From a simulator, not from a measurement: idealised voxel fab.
Process module heading - voxel fin reveal
Square cells of 5 nm make up the cross-section cut, whose width is 260 nm.
How to read a cross-section here: the picture is a grid of square cells, written as bands going from the top down, and any band can span one or more rows of cells. For a band, the entry starts with two heights in nm, that of the top and then that of the bottom, and carries on with the band's materials in order from left to right, each alongside its width in nm; the word "everywhere" beside a single material means it fills the band edge to edge, and "air" means empty space. Basically, 0 is our baseline, since under it the wafer straight out of the box is all one material. The bottom band has no lower end and keeps on going down, so it looks like "from 0 down". The width entry "30..40" should be interpreted row by row: the top row of cells in the band takes the first number, the bottom row takes the second number, and the change between adjacent rows is uniform throughout. What does "remained the same" mean for a step? It means no cell of the cross-section changed in that step. In the "Sealed internal voids" entry, you get each enclosed empty space of 8 cells or more, one with no open way to the top, written width x height at distance, distance from the left edge, in nm. The remark found on a step's line after its settings is issued by the simulator itself and pertains to that step. Among the settings permitted on a step's line is "overlay nm"; applied to a step with a mask, it specifies the extent to which the mask lay to the right of its planned position, whereas a negative figure signifies a position to the left. Everything after this point is organized in pairs: a cross-section before one process step, a cross-section after it that shows only as deep as the lowest changed band, and, under the pair, the intervening step with its settings. Because different runs of this module on the same starting wafer can supply different pairs, a pair continues from the pair above it only if its entry headed "Status before step" says so.

Status before step
  from 0 down: Si everywhere
  Sealed internal voids: none

Cross-Section Thereafter
  from 5 to 0: SiN everywhere
  Unchanged below 0.
  Sealed internal voids: none
Step lying between the two cross-sections just above: CONFORMAL_DEP with material SiN, thk nm 5

Status before step: the after view from the pair directly above serves as the before view here.

Cross-Section Thereafter
  from 15 to 5: aC everywhere
  Unchanged below 5.
  Sealed internal voids: none
Step lying between the two cross-sections just above: DIRECTIONAL_DEP with material aC, thk nm 10

Status before step: the after view from the pair directly above serves as the before view here.

Cross-Section Thereafter
  from 40 to 15: 70 air, 15 resist, 20 air, 15 resist, 20 air, 15 resist, 20 air, 15 resist, 70 air
  Unchanged below 15.
  Sealed internal voids: none
Step lying between the two cross-sections just above: PATTERN with tone cover, mask id FINS, material resist, width nm 15, pitch nm 35, thk nm 25, overlay nm 0

Status before step: the after view from the pair directly above serves as the before view here.

Cross-Section Thereafter
  from 30 to 15: 70 air, 15 resist, 20 air, 15 resist, 20 air, 15 resist, 20 air, 15 resist, 70 air
  from 15 to 5: 70 air, 15 aC, 20 air, 15 aC, 20 air, 15 aC, 20 air, 15 aC, 70 air
  Unchanged below 5.
  Sealed internal voids: none
Step lying between the two cross-sections just above: DIRECTIONAL_ETCH with etch materials aC, depth nm 10

Status before step: the after view from the pair directly above serves as the before view here.

Cross-Section Thereafter
  from 15 to 5: 70 air, 15 aC, 20 air, 15 aC, 20 air, 15 aC, 20 air, 15 aC, 70 air
  Unchanged below 5.
  Sealed internal voids: none
Step lying between the two cross-sections just above: STRIP with etch materials resist

Status before step: the after view from the pair directly above serves as the before view here.

Cross-Section Thereafter
  from 15 to 5: 70 air, 15 aC, 20 air, 15 aC, 20 air, 15 aC, 20 air, 15 aC, 70 air
  from 5 to 0: 70 air, 15 SiN, 20 air, 15 SiN, 20 air, 15 SiN, 20 air, 15 SiN, 70 air
  Unchanged below 0.
  Sealed internal voids: none
Step lying between the two cross-sections just above: DIRECTIONAL_ETCH with etch materials SiN, depth nm 5

Status before step: the after view from the pair directly above serves as the before view here.

Cross-Section Thereafter
  from 15 to 5: 70 air, 15 aC, 20 air, 15 aC, 20 air, 15 aC, 20 air, 15 aC, 70 air
  from 5 to 0: 70 air, 15 SiN, 20 air, 15 SiN, 20 air, 15 SiN, 20 air, 15 SiN, 70 air
  from 0 to -35: 70 air, 15 Si, 20 air, 15 Si, 20 air, 15 Si, 20 air, 15 Si, 70 air
  Unchanged below -35.
  Sealed internal voids: none
Step lying between the two cross-sections just above: DIRECTIONAL_ETCH with etch materials Si, depth nm 35

Status before step: the after view from the pair directly above serves as the before view here.

Cross-Section Thereafter
  from 5 to 0: 70 air, 15 SiN, 20 air, 15 SiN, 20 air, 15 SiN, 20 air, 15 SiN, 70 air
  Unchanged below 0.
  Sealed internal voids: none
Step lying between the two cross-sections just above: STRIP with etch materials aC

Status before step: the after view from the pair directly above serves as the before view here.

Cross-Section Thereafter
  from 10 to 5: SiO2 everywhere
  from 5 to 0: 70 SiO2, 15 SiN, 20 SiO2, 15 SiN, 20 SiO2, 15 SiN, 20 SiO2, 15 SiN, 70 SiO2
  from 0 to -35: 70 SiO2, 15 Si, 20 SiO2, 15 Si, 20 SiO2, 15 Si, 20 SiO2, 15 Si, 70 SiO2
  Unchanged below -35.
  Sealed internal voids: none
Step lying between the two cross-sections just above: FILL_DEP with material SiO2, thk nm 5

Status before step: the after view from the pair directly above serves as the before view here.

Cross-Section Thereafter
  from 5 to 0: 70 SiO2, 15 SiN, 20 SiO2, 15 SiN, 20 SiO2, 15 SiN, 20 SiO2, 15 SiN, 70 SiO2
  Unchanged below 0.
  Sealed internal voids: none
Step lying between the two cross-sections just above: CMP with height nm 5

Status before step: the after view from the pair directly above serves as the before view here.

Cross-Section Thereafter
  from 5 to 0: 70 air, 15 SiN, 20 air, 15 SiN, 20 air, 15 SiN, 20 air, 15 SiN, 70 air
  from 0 to -20: 70 air, 15 Si, 20 air, 15 Si, 20 air, 15 Si, 20 air, 15 Si, 70 air
  Unchanged below -20.
  Sealed internal voids: none
Step lying between the two cross-sections just above: SELECTIVE_ETCH with etch materials SiO2, depth nm 25

Status before step: the after view from the pair directly above serves as the before view here.

Cross-Section Thereafter
  from 0 to -20: 70 air, 15 Si, 20 air, 15 Si, 20 air, 15 Si, 20 air, 15 Si, 70 air
  Unchanged below -20.
  Sealed internal voids: none
Step lying between the two cross-sections just above: STRIP with etch materials SiN

Status before step: the after view from the pair directly above serves as the before view here.

Cross-Section Thereafter
  from 5 to 0: 65 air, 25 HfO2, 10 air, 25 HfO2, 10 air, 25 HfO2, 10 air, 25 HfO2, 65 air
  from 0 to -15: 65 air, 5 HfO2, 15 Si, 5 HfO2, 10 air, 5 HfO2, 15 Si, 5 HfO2, 10 air, 5 HfO2, 15 Si, 5 HfO2, 10 air, 5 HfO2, 15 Si, 5 HfO2, 65 air
  from -15 to -20: 70 HfO2, 15 Si, 20 HfO2, 15 Si, 20 HfO2, 15 Si, 20 HfO2, 15 Si, 70 HfO2
  Unchanged below -20.
  Sealed internal voids: none
Step lying between the two cross-sections just above: CONFORMAL_DEP with material HfO2, thk nm 5

Status before step
  from 15 to 5: 70 air, 15 aC, 20 air, 15 aC, 20 air, 15 aC, 20 air, 15 aC, 70 air
  from 5 to 0: 70 air, 15 SiN, 20 air, 15 SiN, 20 air, 15 SiN, 20 air, 15 SiN, 70 air
  from 0 to -35: 70 air, 15 Si, 20 air, 15 Si, 20 air, 15 Si, 20 air, 15 Si, 70 air
  from -35 down: Si everywhere
  Sealed internal voids: none

Cross-Section Thereafter
  from 15 to 5: 70 air, 15 aC, 20 air, 15 aC, 20 air, 15 aC, 20 air, 15 aC, 70 air
  from 5 to 0: 70 air, 15 SiN, 20 air, 15 SiN, 20 air, 15 SiN, 20 air, 15 SiN, 70 air
  from 0 to -70: 70 air, 15 Si, 20 air, 15 Si, 20 air, 15 Si, 20 air, 15 Si, 70 air
  Unchanged below -70.
  Sealed internal voids: none
Step lying between the two cross-sections just above: DIRECTIONAL_ETCH with etch materials Si, depth nm 35

Status before step: the after view from the pair directly above serves as the before view here.

Cross-Section Thereafter
  from 5 to 0: 70 air, 15 SiN, 20 air, 15 SiN, 20 air, 15 SiN, 20 air, 15 SiN, 70 air
  Unchanged below 0.
  Sealed internal voids: none
Step lying between the two cross-sections just above: STRIP with etch materials aC

Status before step: the after view from the pair directly above serves as the before view here.

Cross-Section Thereafter
  from 10 to 5: SiO2 everywhere
  from 5 to 0: 70 SiO2, 15 SiN, 20 SiO2, 15 SiN, 20 SiO2, 15 SiN, 20 SiO2, 15 SiN, 70 SiO2
  from 0 to -70: 70 SiO2, 15 Si, 20 SiO2, 15 Si, 20 SiO2, 15 Si, 20 SiO2, 15 Si, 70 SiO2
  Unchanged below -70.
  Sealed internal voids: none
Step lying between the two cross-sections just above: FILL_DEP with material SiO2, thk nm 5

Status before step: the after view from the pair directly above serves as the before view here.

Cross-Section Thereafter
  from 5 to 0: 70 SiO2, 15 SiN, 20 SiO2, 15 SiN, 20 SiO2, 15 SiN, 20 SiO2, 15 SiN, 70 SiO2
  Unchanged below 0.
  Sealed internal voids: none
Step lying between the two cross-sections just above: CMP with height nm 5

Status before step: the after view from the pair directly above serves as the before view here.

Cross-Section Thereafter
  from 5 to 0: 70 air, 15 SiN, 20 air, 15 SiN, 20 air, 15 SiN, 20 air, 15 SiN, 70 air
  from 0 to -20: 70 air, 15 Si, 20 air, 15 Si, 20 air, 15 Si, 20 air, 15 Si, 70 air
  Unchanged below -20.
  Sealed internal voids: none
Step lying between the two cross-sections just above: SELECTIVE_ETCH with etch materials SiO2, depth nm 25

Status before step: the after view from the pair directly above serves as the before view here.

Cross-Section Thereafter
  from 0 to -20: 70 air, 15 Si, 20 air, 15 Si, 20 air, 15 Si, 20 air, 15 Si, 70 air
  Unchanged below -20.
  Sealed internal voids: none
Step lying between the two cross-sections just above: STRIP with etch materials SiN

Status before step: the after view from the pair directly above serves as the before view here.

Cross-Section Thereafter
  from 5 to 0: 65 air, 25 HfO2, 10 air, 25 HfO2, 10 air, 25 HfO2, 10 air, 25 HfO2, 65 air
  from 0 to -15: 65 air, 5 HfO2, 15 Si, 5 HfO2, 10 air, 5 HfO2, 15 Si, 5 HfO2, 10 air, 5 HfO2, 15 Si, 5 HfO2, 10 air, 5 HfO2, 15 Si, 5 HfO2, 65 air
  from -15 to -20: 70 HfO2, 15 Si, 20 HfO2, 15 Si, 20 HfO2, 15 Si, 20 HfO2, 15 Si, 70 HfO2
  Unchanged below -20.
  Sealed internal voids: none
Step lying between the two cross-sections just above: CONFORMAL_DEP with material HfO2, thk nm 5

Status before step
  from 5 to 0: 70 SiO2, 15 SiN, 20 SiO2, 15 SiN, 20 SiO2, 15 SiN, 20 SiO2, 15 SiN, 70 SiO2
  from 0 to -35: 70 SiO2, 15 Si, 20 SiO2, 15 Si, 20 SiO2, 15 Si, 20 SiO2, 15 Si, 70 SiO2
  from -35 down: Si everywhere
  Sealed internal voids: none

Cross-Section Thereafter
  from 5 to 0: 70 SiO2, 15 air, 20 SiO2, 15 air, 20 SiO2, 15 air, 20 SiO2, 15 air, 70 SiO2
  Unchanged below 0.
  Sealed internal voids: none
Step lying between the two cross-sections just above: STRIP with etch materials SiN

Status before step: the after view from the pair directly above serves as the before view here.

Cross-Section Thereafter
  from 0 to -20: 70 air, 15 Si, 20 air, 15 Si, 20 air, 15 Si, 20 air, 15 Si, 70 air
  from -20 to -25: 45 SiO2, 25 air, 15 Si, 20 air, 15 Si, 20 air, 15 Si, 20 air, 15 Si, 25 air, 45 SiO2
  Unchanged below -25.
  Sealed internal voids: none
Step lying between the two cross-sections just above: SELECTIVE_ETCH with etch materials SiO2, depth nm 25

Status before step: the after view from the pair directly above serves as the before view here.

Cross-Section Thereafter
  from 5 to 0: 65 air, 25 HfO2, 10 air, 25 HfO2, 10 air, 25 HfO2, 10 air, 25 HfO2, 65 air
  from 0 to -15: 65 air, 5 HfO2, 15 Si, 5 HfO2, 10 air, 5 HfO2, 15 Si, 5 HfO2, 10 air, 5 HfO2, 15 Si, 5 HfO2, 10 air, 5 HfO2, 15 Si, 5 HfO2, 65 air
  from -15 to -20: 50 HfO2, 15 air, 5 HfO2, 15 Si, 5 HfO2, 10 air, 5 HfO2, 15 Si, 5 HfO2, 10 air, 5 HfO2, 15 Si, 5 HfO2, 10 air, 5 HfO2, 15 Si, 5 HfO2, 15 air, 50 HfO2
  from -20 to -25: 45 SiO2, 25 HfO2, 15 Si, 20 HfO2, 15 Si, 20 HfO2, 15 Si, 20 HfO2, 15 Si, 25 HfO2, 45 SiO2
  Unchanged below -25.
  Sealed internal voids: none
Step lying between the two cross-sections just above: CONFORMAL_DEP with material HfO2, thk nm 5

Status before step
  from 15 to 5: 70 air, 15 aC, 20 air, 15 aC, 20 air, 15 aC, 20 air, 15 aC, 70 air
  from 5 to 0: 70 air, 15 SiN, 20 air, 15 SiN, 20 air, 15 SiN, 20 air, 15 SiN, 70 air
  from 0 down: Si everywhere
  Sealed internal voids: none

Cross-Section Thereafter
  from 15 to 5: 70 air, 15 aC, 20 air, 15 aC, 20 air, 15 aC, 20 air, 15 aC, 70 air
  from 5 to 0: 70 air, 15 SiN, 20 air, 15 SiN, 20 air, 15 SiN, 20 air, 15 SiN, 70 air
  from 0 to -30: 70 air, 15 Si, 20 air, 15 Si, 20 air, 15 Si, 20 air, 15 Si, 70 air
  Unchanged below -30.
  Sealed internal voids: none
Step lying between the two cross-sections just above: DIRECTIONAL_ETCH with etch materials Si, depth nm 30

Status before step: the after view from the pair directly above serves as the before view here.

Cross-Section Thereafter
  from 5 to 0: 70 air, 15 SiN, 20 air, 15 SiN, 20 air, 15 SiN, 20 air, 15 SiN, 70 air
  Unchanged below 0.
  Sealed internal voids: none
Step lying between the two cross-sections just above: STRIP with etch materials aC

Status before step: the after view from the pair directly above serves as the before view here.

Cross-Section Thereafter
  from 10 to 5: SiO2 everywhere
  from 5 to 0: 70 SiO2, 15 SiN, 20 SiO2, 15 SiN, 20 SiO2, 15 SiN, 20 SiO2, 15 SiN, 70 SiO2
  from 0 to -30: 70 SiO2, 15 Si, 20 SiO2, 15 Si, 20 SiO2, 15 Si, 20 SiO2, 15 Si, 70 SiO2
  Unchanged below -30.
  Sealed internal voids: none
Step lying between the two cross-sections just above: FILL_DEP with material SiO2, thk nm 5

Status before step: the after view from the pair directly above serves as the before view here.

Cross-Section Thereafter
  from 5 to 0: 70 SiO2, 15 SiN, 20 SiO2, 15 SiN, 20 SiO2, 15 SiN, 20 SiO2, 15 SiN, 70 SiO2
  Unchanged below 0.
  Sealed internal voids: none
Step lying between the two cross-sections just above: CMP with height nm 5

Status before step: the after view from the pair directly above serves as the before view here.

Cross-Section Thereafter
  from 5 to 0: 70 air, 15 SiN, 20 air, 15 SiN, 20 air, 15 SiN, 20 air, 15 SiN, 70 air
  from 0 to -20: 70 air, 15 Si, 20 air, 15 Si, 20 air, 15 Si, 20 air, 15 Si, 70 air
  Unchanged below -20.
  Sealed internal voids: none
Step lying between the two cross-sections just above: SELECTIVE_ETCH with etch materials SiO2, depth nm 25

Status before step: the after view from the pair directly above serves as the before view here.

Cross-Section Thereafter
  from 0 to -20: 70 air, 15 Si, 20 air, 15 Si, 20 air, 15 Si, 20 air, 15 Si, 70 air
  Unchanged below -20.
  Sealed internal voids: none
Step lying between the two cross-sections just above: STRIP with etch materials SiN

Status before step: the after view from the pair directly above serves as the before view here.

Cross-Section Thereafter
  from 5 to 0: 65 air, 25 HfO2, 10 air, 25 HfO2, 10 air, 25 HfO2, 10 air, 25 HfO2, 65 air
  from 0 to -15: 65 air, 5 HfO2, 15 Si, 5 HfO2, 10 air, 5 HfO2, 15 Si, 5 HfO2, 10 air, 5 HfO2, 15 Si, 5 HfO2, 10 air, 5 HfO2, 15 Si, 5 HfO2, 65 air
  from -15 to -20: 70 HfO2, 15 Si, 20 HfO2, 15 Si, 20 HfO2, 15 Si, 20 HfO2, 15 Si, 70 HfO2
  Unchanged below -20.
  Sealed internal voids: none
Step lying between the two cross-sections just above: CONFORMAL_DEP with material HfO2, thk nm 5

Status before step
  from 15 to 5: aC everywhere
  from 5 to 0: SiN everywhere
  from 0 down: Si everywhere
  Sealed internal voids: none

Cross-Section Thereafter
  from 40 to 15: 70 air, 20 resist, 15 air, 20 resist, 15 air, 20 resist, 15 air, 20 resist, 65 air
  Unchanged below 15.
  Sealed internal voids: none
Step lying between the two cross-sections just above: PATTERN with tone cover, mask id FINS, material resist, width nm 20, pitch nm 35, thk nm 25, overlay nm 0

Status before step: the after view from the pair directly above serves as the before view here.

Cross-Section Thereafter
  from 30 to 15: 70 air, 20 resist, 15 air, 20 resist, 15 air, 20 resist, 15 air, 20 resist, 65 air
  from 15 to 5: 70 air, 20 aC, 15 air, 20 aC, 15 air, 20 aC, 15 air, 20 aC, 65 air
  Unchanged below 5.
  Sealed internal voids: none
Step lying between the two cross-sections just above: DIRECTIONAL_ETCH with etch materials aC, depth nm 10

Status before step: the after view from the pair directly above serves as the before view here.

Cross-Section Thereafter
  from 15 to 5: 70 air, 20 aC, 15 air, 20 aC, 15 air, 20 aC, 15 air, 20 aC, 65 air
  Unchanged below 5.
  Sealed internal voids: none
Step lying between the two cross-sections just above: STRIP with etch materials resist

Status before step: the after view from the pair directly above serves as the before view here.

Cross-Section Thereafter
  from 15 to 5: 70 air, 20 aC, 15 air, 20 aC, 15 air, 20 aC, 15 air, 20 aC, 65 air
  from 5 to 0: 70 air, 20 SiN, 15 air, 20 SiN, 15 air, 20 SiN, 15 air, 20 SiN, 65 air
  Unchanged below 0.
  Sealed internal voids: none
Step lying between the two cross-sections just above: DIRECTIONAL_ETCH with etch materials SiN, depth nm 5

Status before step: the after view from the pair directly above serves as the before view here.

Cross-Section Thereafter
  from 15 to 5: 70 air, 20 aC, 15 air, 20 aC, 15 air, 20 aC, 15 air, 20 aC, 65 air
  from 5 to 0: 70 air, 20 SiN, 15 air, 20 SiN, 15 air, 20 SiN, 15 air, 20 SiN, 65 air
  from 0 to -35: 70 air, 20 Si, 15 air, 20 Si, 15 air, 20 Si, 15 air, 20 Si, 65 air
  Unchanged below -35.
  Sealed internal voids: none
Step lying between the two cross-sections just above: DIRECTIONAL_ETCH with etch materials Si, depth nm 35

Status before step: the after view from the pair directly above serves as the before view here.

Cross-Section Thereafter
  from 5 to 0: 70 air, 20 SiN, 15 air, 20 SiN, 15 air, 20 SiN, 15 air, 20 SiN, 65 air
  Unchanged below 0.
  Sealed internal voids: none
Step lying between the two cross-sections just above: STRIP with etch materials aC

Status before step: the after view from the pair directly above serves as the before view here.

Cross-Section Thereafter
  from 10 to 5: SiO2 everywhere
  from 5 to 0: 70 SiO2, 20 SiN, 15 SiO2, 20 SiN, 15 SiO2, 20 SiN, 15 SiO2, 20 SiN, 65 SiO2
  from 0 to -35: 70 SiO2, 20 Si, 15 SiO2, 20 Si, 15 SiO2, 20 Si, 15 SiO2, 20 Si, 65 SiO2
  Unchanged below -35.
  Sealed internal voids: none
Step lying between the two cross-sections just above: FILL_DEP with material SiO2, thk nm 5

Status before step: the after view from the pair directly above serves as the before view here.

Cross-Section Thereafter
  from 5 to 0: 70 SiO2, 20 SiN, 15 SiO2, 20 SiN, 15 SiO2, 20 SiN, 15 SiO2, 20 SiN, 65 SiO2
  Unchanged below 0.
  Sealed internal voids: none
Step lying between the two cross-sections just above: CMP with height nm 5

Status before step: the after view from the pair directly above serves as the before view here.

Cross-Section Thereafter
  from 5 to 0: 70 air, 20 SiN, 15 air, 20 SiN, 15 air, 20 SiN, 15 air, 20 SiN, 65 air
  from 0 to -20: 70 air, 20 Si, 15 air, 20 Si, 15 air, 20 Si, 15 air, 20 Si, 65 air
  Unchanged below -20.
  Sealed internal voids: none
Step lying between the two cross-sections just above: SELECTIVE_ETCH with etch materials SiO2, depth nm 25

Status before step: the after view from the pair directly above serves as the before view here.

Cross-Section Thereafter
  from 0 to -20: 70 air, 20 Si, 15 air, 20 Si, 15 air, 20 Si, 15 air, 20 Si, 65 air
  Unchanged below -20.
  Sealed internal voids: none
Step lying between the two cross-sections just above: STRIP with etch materials SiN

Status before step: the after view from the pair directly above serves as the before view here.

Cross-Section Thereafter
  from 5 to 0: 65 air, 30 HfO2, 5 air, 30 HfO2, 5 air, 30 HfO2, 5 air, 30 HfO2, 60 air
  from 0 to -15: 65 air, 5 HfO2, 20 Si, 5 HfO2, 5 air, 5 HfO2, 20 Si, 5 HfO2, 5 air, 5 HfO2, 20 Si, 5 HfO2, 5 air, 5 HfO2, 20 Si, 5 HfO2, 60 air
  from -15 to -20: 70 HfO2, 20 Si, 15 HfO2, 20 Si, 15 HfO2, 20 Si, 15 HfO2, 20 Si, 65 HfO2
  Unchanged below -20.
  Sealed internal voids: none
Step lying between the two cross-sections just above: CONFORMAL_DEP with material HfO2, thk nm 5

Status before step
  from 15 to 5: aC everywhere
  from 5 to 0: SiN everywhere
  from 0 down: Si everywhere
  Sealed internal voids: none

Cross-Section Thereafter
  from 40 to 15: 65 air, 15 resist, 20 air, 15 resist, 20 air, 15 resist, 20 air, 15 resist, 75 air
  Unchanged below 15.
  Sealed internal voids: none
Step lying between the two cross-sections just above: PATTERN with tone cover, mask id FINS, material resist, width nm 15, pitch nm 35, thk nm 25, overlay nm -5

Status before step: the after view from the pair directly above serves as the before view here.

Cross-Section Thereafter
  from 30 to 15: 65 air, 15 resist, 20 air, 15 resist, 20 air, 15 resist, 20 air, 15 resist, 75 air
  from 15 to 5: 65 air, 15 aC, 20 air, 15 aC, 20 air, 15 aC, 20 air, 15 aC, 75 air
  Unchanged below 5.
  Sealed internal voids: none
Step lying between the two cross-sections just above: DIRECTIONAL_ETCH with etch materials aC, depth nm 10

Status before step: the after view from the pair directly above serves as the before view here.

Cross-Section Thereafter
  from 15 to 5: 65 air, 15 aC, 20 air, 15 aC, 20 air, 15 aC, 20 air, 15 aC, 75 air
  Unchanged below 5.
  Sealed internal voids: none
Step lying between the two cross-sections just above: STRIP with etch materials resist

Status before step: the after view from the pair directly above serves as the before view here.

Cross-Section Thereafter
  from 15 to 5: 65 air, 15 aC, 20 air, 15 aC, 20 air, 15 aC, 20 air, 15 aC, 75 air
  from 5 to 0: 65 air, 15 SiN, 20 air, 15 SiN, 20 air, 15 SiN, 20 air, 15 SiN, 75 air
  Unchanged below 0.
  Sealed internal voids: none
Step lying between the two cross-sections just above: DIRECTIONAL_ETCH with etch materials SiN, depth nm 5

Status before step: the after view from the pair directly above serves as the before view here.

Cross-Section Thereafter
  from 15 to 5: 65 air, 15 aC, 20 air, 15 aC, 20 air, 15 aC, 20 air, 15 aC, 75 air
  from 5 to 0: 65 air, 15 SiN, 20 air, 15 SiN, 20 air, 15 SiN, 20 air, 15 SiN, 75 air
  from 0 to -35: 65 air, 15 Si, 20 air, 15 Si, 20 air, 15 Si, 20 air, 15 Si, 75 air
  Unchanged below -35.
  Sealed internal voids: none
Step lying between the two cross-sections just above: DIRECTIONAL_ETCH with etch materials Si, depth nm 35

Status before step: the after view from the pair directly above serves as the before view here.

Cross-Section Thereafter
  from 5 to 0: 65 air, 15 SiN, 20 air, 15 SiN, 20 air, 15 SiN, 20 air, 15 SiN, 75 air
  Unchanged below 0.
  Sealed internal voids: none
Step lying between the two cross-sections just above: STRIP with etch materials aC

Status before step: the after view from the pair directly above serves as the before view here.

Cross-Section Thereafter
  from 10 to 5: SiO2 everywhere
  from 5 to 0: 65 SiO2, 15 SiN, 20 SiO2, 15 SiN, 20 SiO2, 15 SiN, 20 SiO2, 15 SiN, 75 SiO2
  from 0 to -35: 65 SiO2, 15 Si, 20 SiO2, 15 Si, 20 SiO2, 15 Si, 20 SiO2, 15 Si, 75 SiO2
  Unchanged below -35.
  Sealed internal voids: none
Step lying between the two cross-sections just above: FILL_DEP with material SiO2, thk nm 5

Status before step: the after view from the pair directly above serves as the before view here.

Cross-Section Thereafter
  from 5 to 0: 65 SiO2, 15 SiN, 20 SiO2, 15 SiN, 20 SiO2, 15 SiN, 20 SiO2, 15 SiN, 75 SiO2
  Unchanged below 0.
  Sealed internal voids: none
Step lying between the two cross-sections just above: CMP with height nm 5

Status before step: the after view from the pair directly above serves as the before view here.

Cross-Section Thereafter
  from 5 to 0: 65 air, 15 SiN, 20 air, 15 SiN, 20 air, 15 SiN, 20 air, 15 SiN, 75 air
  from 0 to -20: 65 air, 15 Si, 20 air, 15 Si, 20 air, 15 Si, 20 air, 15 Si, 75 air
  Unchanged below -20.
  Sealed internal voids: none
Step lying between the two cross-sections just above: SELECTIVE_ETCH with etch materials SiO2, depth nm 25

Status before step: the after view from the pair directly above serves as the before view here.

Cross-Section Thereafter
  from 0 to -20: 65 air, 15 Si, 20 air, 15 Si, 20 air, 15 Si, 20 air, 15 Si, 75 air
  Unchanged below -20.
  Sealed internal voids: none
Step lying between the two cross-sections just above: STRIP with etch materials SiN

Status before step: the after view from the pair directly above serves as the before view here.

Cross-Section Thereafter
  from 5 to 0: 60 air, 25 HfO2, 10 air, 25 HfO2, 10 air, 25 HfO2, 10 air, 25 HfO2, 70 air
  from 0 to -15: 60 air, 5 HfO2, 15 Si, 5 HfO2, 10 air, 5 HfO2, 15 Si, 5 HfO2, 10 air, 5 HfO2, 15 Si, 5 HfO2, 10 air, 5 HfO2, 15 Si, 5 HfO2, 70 air
  from -15 to -20: 65 HfO2, 15 Si, 20 HfO2, 15 Si, 20 HfO2, 15 Si, 20 HfO2, 15 Si, 75 HfO2
  Unchanged below -20.
  Sealed internal voids: none
Step lying between the two cross-sections just above: CONFORMAL_DEP with material HfO2, thk nm 5

Status before step
  from 0 to -20: 70 air, 15 Si, 20 air, 15 Si, 20 air, 15 Si, 20 air, 15 Si, 70 air
  from -20 to -35: 70 SiO2, 15 Si, 20 SiO2, 15 Si, 20 SiO2, 15 Si, 20 SiO2, 15 Si, 70 SiO2
  from -35 down: Si everywhere
  Sealed internal voids: none

Cross-Section Thereafter
  from 5 to 0: 65 air, 25 SiN, 10 air, 25 SiN, 10 air, 25 SiN, 10 air, 25 SiN, 65 air
  from 0 to -15: 65 air, 5 SiN, 15 Si, 5 SiN, 10 air, 5 SiN, 15 Si, 5 SiN, 10 air, 5 SiN, 15 Si, 5 SiN, 10 air, 5 SiN, 15 Si, 5 SiN, 65 air
  from -15 to -20: 70 SiN, 15 Si, 20 SiN, 15 Si, 20 SiN, 15 Si, 20 SiN, 15 Si, 70 SiN
  Unchanged below -20.
  Sealed internal voids: none
Step lying between the two cross-sections just above: CONFORMAL_DEP with material SiN, thk nm 5

Status before step
  from 15 to 5: aC everywhere
  from 5 to 0: SiN everywhere
  from 0 down: Si everywhere
  Sealed internal voids: none

Cross-Section Thereafter
  from 40 to 15: 70 resist, 15 air, 20 resist, 15 air, 20 resist, 15 air, 20 resist, 15 air, 70 resist
  Unchanged below 15.
  Sealed internal voids: none
Step lying between the two cross-sections just above: PATTERN with tone open, mask id FINS, material resist, width nm 15, pitch nm 35, thk nm 25, overlay nm 0

Status before step: the after view from the pair directly above serves as the before view here.

Cross-Section Thereafter
  from 30 to 15: 70 resist, 15 air, 20 resist, 15 air, 20 resist, 15 air, 20 resist, 15 air, 70 resist
  from 15 to 5: 70 aC, 15 air, 20 aC, 15 air, 20 aC, 15 air, 20 aC, 15 air, 70 aC
  Unchanged below 5.
  Sealed internal voids: none
Step lying between the two cross-sections just above: DIRECTIONAL_ETCH with etch materials aC, depth nm 10

Status before step: the after view from the pair directly above serves as the before view here.

Cross-Section Thereafter
  from 15 to 5: 70 aC, 15 air, 20 aC, 15 air, 20 aC, 15 air, 20 aC, 15 air, 70 aC
  Unchanged below 5.
  Sealed internal voids: none
Step lying between the two cross-sections just above: STRIP with etch materials resist

Status before step: the after view from the pair directly above serves as the before view here.

Cross-Section Thereafter
  from 15 to 5: 70 aC, 15 air, 20 aC, 15 air, 20 aC, 15 air, 20 aC, 15 air, 70 aC
  from 5 to 0: 70 SiN, 15 air, 20 SiN, 15 air, 20 SiN, 15 air, 20 SiN, 15 air, 70 SiN
  Unchanged below 0.
  Sealed internal voids: none
Step lying between the two cross-sections just above: DIRECTIONAL_ETCH with etch materials SiN, depth nm 5

Status before step: the after view from the pair directly above serves as the before view here.

Cross-Section Thereafter
  from 15 to 5: 70 aC, 15 air, 20 aC, 15 air, 20 aC, 15 air, 20 aC, 15 air, 70 aC
  from 5 to 0: 70 SiN, 15 air, 20 SiN, 15 air, 20 SiN, 15 air, 20 SiN, 15 air, 70 SiN
  from 0 to -35: 70 Si, 15 air, 20 Si, 15 air, 20 Si, 15 air, 20 Si, 15 air, 70 Si
  Unchanged below -35.
  Sealed internal voids: none
Step lying between the two cross-sections just above: DIRECTIONAL_ETCH with etch materials Si, depth nm 35

Status before step: the after view from the pair directly above serves as the before view here.

Cross-Section Thereafter
  from 5 to 0: 70 SiN, 15 air, 20 SiN, 15 air, 20 SiN, 15 air, 20 SiN, 15 air, 70 SiN
  Unchanged below 0.
  Sealed internal voids: none
Step lying between the two cross-sections just above: STRIP with etch materials aC

Status before step: the after view from the pair directly above serves as the before view here.

Cross-Section Thereafter
  from 10 to 5: SiO2 everywhere
  from 5 to 0: 70 SiN, 15 SiO2, 20 SiN, 15 SiO2, 20 SiN, 15 SiO2, 20 SiN, 15 SiO2, 70 SiN
  from 0 to -35: 70 Si, 15 SiO2, 20 Si, 15 SiO2, 20 Si, 15 SiO2, 20 Si, 15 SiO2, 70 Si
  Unchanged below -35.
  Sealed internal voids: none
Step lying between the two cross-sections just above: FILL_DEP with material SiO2, thk nm 5

Status before step: the after view from the pair directly above serves as the before view here.

Cross-Section Thereafter
  from 5 to 0: 70 SiN, 15 SiO2, 20 SiN, 15 SiO2, 20 SiN, 15 SiO2, 20 SiN, 15 SiO2, 70 SiN
  Unchanged below 0.
  Sealed internal voids: none
Step lying between the two cross-sections just above: CMP with height nm 5

Status before step: the after view from the pair directly above serves as the before view here.

Cross-Section Thereafter
  from 5 to 0: 70 SiN, 15 air, 20 SiN, 15 air, 20 SiN, 15 air, 20 SiN, 15 air, 70 SiN
  from 0 to -20: 70 Si, 15 air, 20 Si, 15 air, 20 Si, 15 air, 20 Si, 15 air, 70 Si
  Unchanged below -20.
  Sealed internal voids: none
Step lying between the two cross-sections just above: SELECTIVE_ETCH with etch materials SiO2, depth nm 25

Status before step: the after view from the pair directly above serves as the before view here.

Cross-Section Thereafter
  from 0 to -20: 70 Si, 15 air, 20 Si, 15 air, 20 Si, 15 air, 20 Si, 15 air, 70 Si
  Unchanged below -20.
  Sealed internal voids: none
Step lying between the two cross-sections just above: STRIP with etch materials SiN
